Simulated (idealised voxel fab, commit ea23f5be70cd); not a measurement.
The following is a process module called voxel ribs on slabs.
Shown is cross-section cut, with a width of 205 nm and square cells of size 5 nm.
How to read a cross-section here: the picture is a grid of square cells, written as bands going from the top down, and any band can span one or more rows of cells.
Heights first: top, then bottom, in nm. Then materials, left to right, each with a width in nm. "throughout" on a single material: fills the band edge to edge. "blank": empty space.
Zero point of the height axis is 0; under it, received wafer = one material. Lowest band: continues down indefinitely, "0..down".
Quick explanation for "30..40": the width changes in equal steps down the rows of cells, from the first number in the band's top row to the second number in its bottom row.
Step note "remained unchanged" = no cross-section cell changed.
Each empty space that has no open way to the top and spans at least 8 cells appears under "Voids lacking openings" as width x height at distance, the distance counted from the left edge, all in nm.
Anything after a step's settings on that line? It's the simulator's own note about the step.
You can add "overlay nm" to a step's line. For a step with a mask, it describes how far the mask lay to the right of its planned position, and a negative number describes a lay to the left.
Guide to the pairs. Each holds a before and an after cross-section around one process step; the after cross-section is cut off at the lowest band that changed. Look under the pair for the step between them and its settings. Pairs can come from different runs of this module on the same starting wafer, so a pair follows on from the one above it only where its entry headed "State on entry" says it does.

STATE ON ENTRY
0..down = Si throughout
Voids lacking openings: none

AFTER
25..0 = SiO2 throughout
Lower than 0, everything is as it was.
Voids lacking openings: none
The step occurring between the two cross-sections depicted above is identified as DIRECTIONAL_DEP with material SiO2, thk nm 25

State on entry: the after view from the pair directly above serves as the before view here.

AFTER
40..25 = polySi throughout
Lower than 25, everything is as it was.
Voids lacking openings: none
The step occurring between the two cross-sections depicted above is identified as DIRECTIONAL_DEP with material polySi, thk nm 15

State on entry: the after view from the pair directly above serves as the before view here.

AFTER
55..40 = aC throughout
Lower than 40, everything is as it was.
Voids lacking openings: none
The step occurring between the two cross-sections depicted above is identified as DIRECTIONAL_DEP with material aC, thk nm 15

State on entry: the after view from the pair directly above serves as the before view here.

AFTER
90..55 = blank=90  resist=25  blank=90
Lower than 55, everything is as it was.
Voids lacking openings: none
The step occurring between the two cross-sections depicted above is identified as PATTERN with tone cover, mask id RIB, material resist, width nm 25, thk nm 35, overlay nm 0

State on entry: the after view from the pair directly above serves as the before view here.

AFTER
75..55 = blank=90  resist=25  blank=90
55..40 = blank=90  aC=25  blank=90
Lower than 40, everything is as it was.
Voids lacking openings: none
The step occurring between the two cross-sections depicted above is identified as DIRECTIONAL_ETCH with etch materials aC, depth nm 15

State on entry: the after view from the pair directly above serves as the before view here.

AFTER
55..40 = blank=90  aC=25  blank=90
Lower than 40, everything is as it was.
Voids lacking openings: none
The step occurring between the two cross-sections depicted above is identified as STRIP with etch materials resist

State on entry: the after view from the pair directly above serves as the before view here.

AFTER
55..40 = blank=90  aC=25  blank=90
40..35 = blank=90  polySi=25  blank=90
Lower than 35, everything is as it was.
Voids lacking openings: none
The step occurring between the two cross-sections depicted above is identified as DIRECTIONAL_ETCH with etch materials polySi, depth nm 5

State on entry: the after view from the pair directly above serves as the before view here.

AFTER
40..35 = blank=90  polySi=25  blank=90
Lower than 35, everything is as it was.
Voids lacking openings: none
The step occurring between the two cross-sections depicted above is identified as STRIP with etch materials aC

State on entry: the after view from the pair directly above serves as the before view here.

AFTER
55..50 = blank=90  aC=25  blank=90
50..40 = aC throughout
40..35 = aC=90  polySi=25  aC=90
Lower than 35, everything is as it was.
Voids lacking openings: none
The step occurring between the two cross-sections depicted above is identified as DIRECTIONAL_DEP with material aC, thk nm 15

State on entry: the after view from the pair directly above serves as the before view here.

AFTER
85..55 = blank=60  resist=85  blank=60
55..50 = blank=60  resist=30  aC=25  resist=30  blank=60
Lower than 50, everything is as it was.
Voids lacking openings: none
The step occurring between the two cross-sections depicted above is identified as PATTERN with tone cover, mask id SLAB, material resist, width nm 85, thk nm 30, overlay nm 0

State on entry: the after view from the pair directly above serves as the before view here.

AFTER
70..55 = blank=60  resist=85  blank=60
55..50 = blank=60  resist=30  aC=25  resist=30  blank=60
50..40 = blank=60  aC=85  blank=60
40..35 = blank=60  aC=30  polySi=25  aC=30  blank=60
Lower than 35, everything is as it was.
Voids lacking openings: none
The step occurring between the two cross-sections depicted above is identified as DIRECTIONAL_ETCH with etch materials aC, depth nm 15

State on entry: the after view from the pair directly above serves as the before view here.

AFTER
55..50 = blank=90  aC=25  blank=90
Lower than 50, everything is as it was.
Voids lacking openings: none
The step occurring between the two cross-sections depicted above is identified as STRIP with etch materials resist

State on entry: the after view from the pair directly above serves as the before view here.

AFTER
55..50 = blank=90  aC=25  blank=90
50..40 = blank=60  aC=85  blank=60
40..35 = blank=60  aC=30  polySi=25  aC=30  blank=60
35..25 = blank=60  polySi=85  blank=60
Lower than 25, everything is as it was.
Voids lacking openings: none
The step occurring between the two cross-sections depicted above is identified as DIRECTIONAL_ETCH with etch materials polySi, depth nm 10

State on entry: the after view from the pair directly above serves as the before view here.

AFTER
40..35 = blank=90  polySi=25  blank=90
Lower than 35, everything is as it was.
Voids lacking openings: none
The step occurring between the two cross-sections depicted above is identified as STRIP with etch materials aC

State on entry: the after view from the pair directly above serves as the before view here.

AFTER
55..40 = SiO2 throughout
40..35 = SiO2=90  polySi=25  SiO2=90
35..25 = SiO2=60  polySi=85  SiO2=60
Lower than 25, everything is as it was.
Voids lacking openings: none
The step occurring between the two cross-sections depicted above is identified as FILL_DEP with material SiO2, thk nm 15

State on entry: the after view from the pair directly above serves as the before view here.

AFTER
50..40 = SiO2 throughout
Lower than 40, everything is as it was.
Voids lacking openings: none
The step occurring between the two cross-sections depicted above is identified as CMP with height nm 50

State on entry: the after view from the pair directly above serves as the before view here.

AFTER
60..50 = TiN throughout
Lower than 50, everything is as it was.
Voids lacking openings: none
The step occurring between the two cross-sections depicted above is identified as DIRECTIONAL_DEP with material TiN, thk nm 10

State on entry: the after view from the pair directly above serves as the before view here.

AFTER
75..60 = aC throughout
Lower than 60, everything is as it was.
Voids lacking openings: none
The step occurring between the two cross-sections depicted above is identified as DIRECTIONAL_DEP with material aC, thk nm 15

State on entry: the after view from the pair directly above serves as the before view here.

AFTER
110..75 = blank=85  resist=35  blank=85
Lower than 75, everything is as it was.
Voids lacking openings: none
The step occurring between the two cross-sections depicted above is identified as PATTERN with tone cover, mask id HEATER, material resist, width nm 35, thk nm 35, overlay nm 0

State on entry: the after view from the pair directly above serves as the before view here.

AFTER
95..75 = blank=85  resist=35  blank=85
75..60 = blank=85  aC=35  blank=85
Lower than 60, everything is as it was.
Voids lacking openings: none
The step occurring between the two cross-sections depicted above is identified as DIRECTIONAL_ETCH with etch materials aC, depth nm 15

State on entry: the after view from the pair directly above serves as the before view here.

AFTER
75..60 = blank=85  aC=35  blank=85
Lower than 60, everything is as it was.
Voids lacking openings: none
The step occurring between the two cross-sections depicted above is identified as STRIP with etch materials resist

State on entry: the after view from the pair directly above serves as the before view here.

AFTER
75..60 = blank=85  aC=35  blank=85
60..50 = blank=85  TiN=35  blank=85
Lower than 50, everything is as it was.
Voids lacking openings: none
The step occurring between the two cross-sections depicted above is identified as DIRECTIONAL_ETCH with etch materials TiN, depth nm 10

State on entry: the after view from the pair directly above serves as the before view here.

AFTER
60..50 = blank=85  TiN=35  blank=85
Lower than 50, everything is as it was.
Voids lacking openings: none
The step occurring between the two cross-sections depicted above is identified as STRIP with etch materials aC

State on entry: the after view from the pair directly above serves as the before view here.

AFTER
70..60 = blank=75  SiN=55  blank=75
60..50 = SiN=85  TiN=35  SiN=85
Lower than 50, everything is as it was.
Voids lacking openings: none
The step occurring between the two cross-sections depicted above is identified as CONFORMAL_DEP with material SiN, thk nm 10

STATE ON ENTRY
0..down = Si throughout
Voids lacking openings: none

AFTER
15..0 = polySi throughout
Lower than 0, everything is as it was.
Voids lacking openings: none
The step occurring between the two cross-sections depicted above is identified as DIRECTIONAL_DEP with material polySi, thk nm 15

State on entry: the after view from the pair directly above serves as the before view here.

AFTER
40..15 = SiO2 throughout
Lower than 15, everything is as it was.
Voids lacking openings: none
The step occurring between the two cross-sections depicted above is identified as DIRECTIONAL_DEP with material SiO2, thk nm 25

State on entry: the after view from the pair directly above serves as the before view here.

AFTER
55..40 = aC throughout
Lower than 40, everything is as it was.
Voids lacking openings: none
The step occurring between the two cross-sections depicted above is identified as DIRECTIONAL_DEP with material aC, thk nm 15

State on entry: the after view from the pair directly above serves as the before view here.

AFTER
90..55 = blank=90  resist=25  blank=90
Lower than 55, everything is as it was.
Voids lacking openings: none
The step occurring between the two cross-sections depicted above is identified as PATTERN with tone cover, mask id RIB, material resist, width nm 25, thk nm 35, overlay nm 0

State on entry: the after view from the pair directly above serves as the before view here.

AFTER
75..55 = blank=90  resist=25  blank=90
55..40 = blank=90  aC=25  blank=90
Lower than 40, everything is as it was.
Voids lacking openings: none
The step occurring between the two cross-sections depicted above is identified as DIRECTIONAL_ETCH with etch materials aC, depth nm 15

State on entry: the after view from the pair directly above serves as the before view here.

AFTER
55..40 = blank=90  aC=25  blank=90
Lower than 40, everything is as it was.
Voids lacking openings: none
The step occurring between the two cross-sections depicted above is identified as STRIP with etch materials resist

State on entry: the after view from the pair directly above serves as the before view here.

AFTER
40..15 = SiO2 throughout
Lower than 15, everything is as it was.
Voids lacking openings: none
The step occurring between the two cross-sections depicted above is identified as STRIP with etch materials aC

STATE ON ENTRY
55..40 = aC throughout
40..15 = SiO2 throughout
15..0 = polySi throughout
0..down = Si throughout
Voids lacking openings: none

AFTER
85..55 = blank=60  resist=85  blank=60
Lower than 55, everything is as it was.
Voids lacking openings: none
The step occurring between the two cross-sections depicted above is identified as PATTERN with tone cover, mask id SLAB, material resist, width nm 85, thk nm 30, overlay nm 0

State on entry: the after view from the pair directly above serves as the before view here.

AFTER
70..55 = blank=60  resist=85  blank=60
55..40 = blank=60  aC=85  blank=60
Lower than 40, everything is as it was.
Voids lacking openings: none
The step occurring between the two cross-sections depicted above is identified as DIRECTIONAL_ETCH with etch materials aC, depth nm 15

State on entry: the after view from the pair directly above serves as the before view here.

AFTER
55..40 = blank=60  aC=85  blank=60
Lower than 40, everything is as it was.
Voids lacking openings: none
The step occurring between the two cross-sections depicted above is identified as STRIP with etch materials resist

State on entry: the after view from the pair directly above serves as the before view here.

AFTER
40..15 = SiO2 throughout
Lower than 15, everything is as it was.
Voids lacking openings: none
The step occurring between the two cross-sections depicted above is identified as STRIP with etch materials aC

State on entry: the after view from the pair directly above serves as the before view here.

AFTER
55..15 = SiO2 throughout
Lower than 15, everything is as it was.
Voids lacking openings: none
The step occurring between the two cross-sections depicted above is identified as FILL_DEP with material SiO2, thk nm 15

State on entry: the after view from the pair directly above serves as the before view here.

AFTER
50..15 = SiO2 throughout
Lower than 15, everything is as it was.
Voids lacking openings: none
The step occurring between the two cross-sections depicted above is identified as CMP with height nm 50

State on entry: the after view from the pair directly above serves as the before view here.

AFTER
60..50 = TiN throughout
Lower than 50, everything is as it was.
Voids lacking openings: none
The step occurring between the two cross-sections depicted above is identified as DIRECTIONAL_DEP with material TiN, thk nm 10

State on entry: the after view from the pair directly above serves as the before view here.

AFTER
75..60 = aC throughout
Lower than 60, everything is as it was.
Voids lacking openings: none
The step occurring between the two cross-sections depicted above is identified as DIRECTIONAL_DEP with material aC, thk nm 15

State on entry: the after view from the pair directly above serves as the before view here.

AFTER
110..75 = blank=85  resist=35  blank=85
Lower than 75, everything is as it was.
Voids lacking openings: none
The step occurring between the two cross-sections depicted above is identified as PATTERN with tone cover, mask id HEATER, material resist, width nm 35, thk nm 35, overlay nm 0

State on entry: the after view from the pair directly above serves as the before view here.

AFTER
95..75 = blank=85  resist=35  blank=85
75..60 = blank=85  aC=35  blank=85
Lower than 60, everything is as it was.
Voids lacking openings: none
The step occurring between the two cross-sections depicted above is identified as DIRECTIONAL_ETCH with etch materials aC, depth nm 15

State on entry: the after view from the pair directly above serves as the before view here.

AFTER
75..60 = blank=85  aC=35  blank=85
Lower than 60, everything is as it was.
Voids lacking openings: none
The step occurring between the two cross-sections depicted above is identified as STRIP with etch materials resist

State on entry: the after view from the pair directly above serves as the before view here.

AFTER
75..60 = blank=85  aC=35  blank=85
60..50 = blank=85  TiN=35  blank=85
Lower than 50, everything is as it was.
Voids lacking openings: none
The step occurring between the two cross-sections depicted above is identified as DIRECTIONAL_ETCH with etch materials TiN, depth nm 10

State on entry: the after view from the pair directly above serves as the before view here.

AFTER
60..50 = blank=85  TiN=35  blank=85
Lower than 50, everything is as it was.
Voids lacking openings: none
The step occurring between the two cross-sections depicted above is identified as STRIP with etch materials aC

State on entry: the after view from the pair directly above serves as the before view here.

AFTER
70..60 = blank=75  SiN=55  blank=75
60..50 = SiN=85  TiN=35  SiN=85
Lower than 50, everything is as it was.
Voids lacking openings: none
The step occurring between the two cross-sections depicted above is identified as CONFORMAL_DEP with material SiN, thk nm 10

STATE ON ENTRY
75..60 = blank=85  aC=35  blank=85
60..50 = TiN throughout
50..40 = SiO2 throughout
40..35 = SiO2=90  polySi=25  SiO2=90
35..25 = SiO2=60  polySi=85  SiO2=60
25..0 = SiO2 throughout
0..down = Si throughout
Voids lacking openings: none

AFTER
75..60 = blank=85  aC=35  blank=85
60..55 = blank=85  TiN=35  blank=85
Lower than 55, everything is as it was.
Voids lacking openings: none
The step occurring between the two cross-sections depicted above is identified as DIRECTIONAL_ETCH with etch materials TiN, depth nm 5

State on entry: the after view from the pair directly above serves as the before view here.

AFTER
60..55 = blank=85  TiN=35  blank=85
Lower than 55, everything is as it was.
Voids lacking openings: none
The step occurring between the two cross-sections depicted above is identified as STRIP with etch materials aC

State on entry: the after view from the pair directly above serves as the before view here.

AFTER
70..65 = blank=75  SiN=55  blank=75
65..60 = SiN throughout
60..55 = SiN=85  TiN=35  SiN=85
Lower than 55, everything is as it was.
Voids lacking openings: none
The step occurring between the two cross-sections depicted above is identified as CONFORMAL_DEP with material SiN, thk nm 10

STATE ON ENTRY
75..60 = aC throughout
60..50 = TiN throughout
50..40 = SiO2 throughout
40..35 = SiO2=90  polySi=25  SiO2=90
35..25 = SiO2=60  polySi=85  SiO2=60
25..0 = SiO2 throughout
0..down = Si throughout
Voids lacking openings: none

AFTER
110..75 = blank=90  resist=25  blank=90
Lower than 75, everything is as it was.
Voids lacking openings: none
The step occurring between the two cross-sections depicted above is identified as PATTERN with tone cover, mask id HEATER, material resist, width nm 25, thk nm 35, overlay nm 0

State on entry: the after view from the pair directly above serves as the before view here.

AFTER
95..75 = blank=90  resist=25  blank=90
75..60 = blank=90  aC=25  blank=90
Lower than 60, everything is as it was.
Voids lacking openings: none
The step occurring between the two cross-sections depicted above is identified as DIRECTIONAL_ETCH with etch materials aC, depth nm 15

State on entry: the after view from the pair directly above serves as the before view here.

AFTER
75..60 = blank=90  aC=25  blank=90
Lower than 60, everything is as it was.
Voids lacking openings: none
The step occurring between the two cross-sections depicted above is identified as STRIP with etch materials resist

State on entry: the after view from the pair directly above serves as the before view here.

AFTER
75..60 = blank=90  aC=25  blank=90
60..50 = blank=90  TiN=25  blank=90
Lower than 50, everything is as it was.
Voids lacking openings: none
The step occurring between the two cross-sections depicted above is identified as DIRECTIONAL_ETCH with etch materials TiN, depth nm 10

State on entry: the after view from the pair directly above serves as the before view here.

AFTER
60..50 = blank=90  TiN=25  blank=90
Lower than 50, everything is as it was.
Voids lacking openings: none
The step occurring between the two cross-sections depicted above is identified as STRIP with etch materials aC

State on entry: the after view from the pair directly above serves as the before view here.

AFTER
70..60 = blank=80  SiN=45  blank=80
60..50 = SiN=90  TiN=25  SiN=90
Lower than 50, everything is as it was.
Voids lacking openings: none
The step occurring between the two cross-sections depicted above is identified as CONFORMAL_DEP with material SiN, thk nm 10

STATE ON ENTRY
75..60 = aC throughout
60..50 = TiN throughout
50..40 = SiO2 throughout
40..35 = SiO2=90  polySi=25  SiO2=90
35..25 = SiO2=60  polySi=85  SiO2=60
25..0 = SiO2 throughout
0..down = Si throughout
Voids lacking openings: none

AFTER
110..75 = blank=90  resist=35  blank=80
Lower than 75, everything is as it was.
Voids lacking openings: none
The step occurring between the two cross-sections depicted above is identified as PATTERN with tone cover, mask id HEATER, material resist, width nm 35, thk nm 35, overlay nm 5

State on entry: the after view from the pair directly above serves as the before view here.

AFTER
95..75 = blank=90  resist=35  blank=80
75..60 = blank=90  aC=35  blank=80
Lower than 60, everything is as it was.
Voids lacking openings: none
The step occurring between the two cross-sections depicted above is identified as DIRECTIONAL_ETCH with etch materials aC, depth nm 15

State on entry: the after view from the pair directly above serves as the before view here.

AFTER
75..60 = blank=90  aC=35  blank=80
Lower than 60, everything is as it was.
Voids lacking openings: none
The step occurring between the two cross-sections depicted above is identified as STRIP with etch materials resist

State on entry: the after view from the pair directly above serves as the before view here.

AFTER
75..60 = blank=90  aC=35  blank=80
60..50 = blank=90  TiN=35  blank=80
Lower than 50, everything is as it was.
Voids lacking openings: none
The step occurring between the two cross-sections depicted above is identified as DIRECTIONAL_ETCH with etch materials TiN, depth nm 10

State on entry: the after view from the pair directly above serves as the before view here.

AFTER
60..50 = blank=90  TiN=35  blank=80
Lower than 50, everything is as it was.
Voids lacking openings: none
The step occurring between the two cross-sections depicted above is identified as STRIP with etch materials aC

State on entry: the after view from the pair directly above serves as the before view here.

AFTER
70..60 = blank=80  SiN=55  blank=70
60..50 = SiN=90  TiN=35  SiN=80
Lower than 50, everything is as it was.
Voids lacking openings: none
The step occurring between the two cross-sections depicted above is identified as CONFORMAL_DEP with material SiN, thk nm 10

STATE ON ENTRY
50..40 = SiO2 throughout
40..35 = SiO2=90  polySi=25  SiO2=90
35..25 = SiO2=60  polySi=85  SiO2=60
25..0 = SiO2 throughout
0..down = Si throughout
Voids lacking openings: none

AFTER
60..40 = SiO2 throughout
Lower than 40, everything is as it was.
Voids lacking openings: none
The step occurring between the two cross-sections depicted above is identified as DIRECTIONAL_DEP with material SiO2, thk nm 10

State on entry: the after view from the pair directly above serves as the before view here.

AFTER
75..60 = aC throughout
Lower than 60, everything is as it was.
Voids lacking openings: none
The step occurring between the two cross-sections depicted above is identified as DIRECTIONAL_DEP with material aC, thk nm 15

State on entry: the after view from the pair directly above serves as the before view here.

AFTER
110..75 = blank=85  resist=35  blank=85
Lower than 75, everything is as it was.
Voids lacking openings: none
The step occurring between the two cross-sections depicted above is identified as PATTERN with tone cover, mask id HEATER, material resist, width nm 35, thk nm 35, overlay nm 0

State on entry: the after view from the pair directly above serves as the before view here.

AFTER
95..75 = blank=85  resist=35  blank=85
75..60 = blank=85  aC=35  blank=85
Lower than 60, everything is as it was.
Voids lacking openings: none
The step occurring between the two cross-sections depicted above is identified as DIRECTIONAL_ETCH with etch materials aC, depth nm 15

State on entry: the after view from the pair directly above serves as the before view here.

AFTER
75..60 = blank=85  aC=35  blank=85
Lower than 60, everything is as it was.
Voids lacking openings: none
The step occurring between the two cross-sections depicted above is identified as STRIP with etch materials resist

State on entry: the after view from the pair directly above serves as the before view here.

AFTER
60..40 = SiO2 throughout
Lower than 40, everything is as it was.
Voids lacking openings: none
The step occurring between the two cross-sections depicted above is identified as STRIP with etch materials aC

State on entry: the after view from the pair directly above serves as the before view here.

AFTER
70..60 = SiN throughout
Lower than 60, everything is as it was.
Voids lacking openings: none
The step occurring between the two cross-sections depicted above is identified as CONFORMAL_DEP with material SiN, thk nm 10

STATE ON ENTRY
75..60 = aC throughout
60..50 = TiN throughout
50..40 = SiO2 throughout
40..35 = SiO2=90  polySi=25  SiO2=90
35..25 = SiO2=60  polySi=85  SiO2=60
25..0 = SiO2 throughout
0..down = Si throughout
Voids lacking openings: none

AFTER
110..75 = resist=85  blank=35  resist=85
Lower than 75, everything is as it was.
Voids lacking openings: none
The step occurring between the two cross-sections depicted above is identified as PATTERN with tone open, mask id HEATER, material resist, width nm 35, thk nm 35, overlay nm 0

State on entry: the after view from the pair directly above serves as the before view here.

AFTER
95..75 = resist=85  blank=35  resist=85
75..60 = aC=85  blank=35  aC=85
Lower than 60, everything is as it was.
Voids lacking openings: none
The step occurring between the two cross-sections depicted above is identified as DIRECTIONAL_ETCH with etch materials aC, depth nm 15

State on entry: the after view from the pair directly above serves as the before view here.

AFTER
75..60 = aC=85  blank=35  aC=85
Lower than 60, everything is as it was.
Voids lacking openings: none
The step occurring between the two cross-sections depicted above is identified as STRIP with etch materials resist

State on entry: the after view from the pair directly above serves as the before view here.

AFTER
75..60 = aC=85  blank=35  aC=85
60..50 = TiN=85  blank=35  TiN=85
Lower than 50, everything is as it was.
Voids lacking openings: none
The step occurring between the two cross-sections depicted above is identified as DIRECTIONAL_ETCH with etch materials TiN, depth nm 10

State on entry: the after view from the pair directly above serves as the before view here.

AFTER
60..50 = TiN=85  blank=35  TiN=85
Lower than 50, everything is as it was.
Voids lacking openings: none
The step occurring between the two cross-sections depicted above is identified as STRIP with etch materials aC

State on entry: the after view from the pair directly above serves as the before view here.

AFTER
70..60 = SiN=95  blank=15  SiN=95
60..50 = TiN=85  SiN=35  TiN=85
Lower than 50, everything is as it was.
Voids lacking openings: none
The step occurring between the two cross-sections depicted above is identified as CONFORMAL_DEP with material SiN, thk nm 10
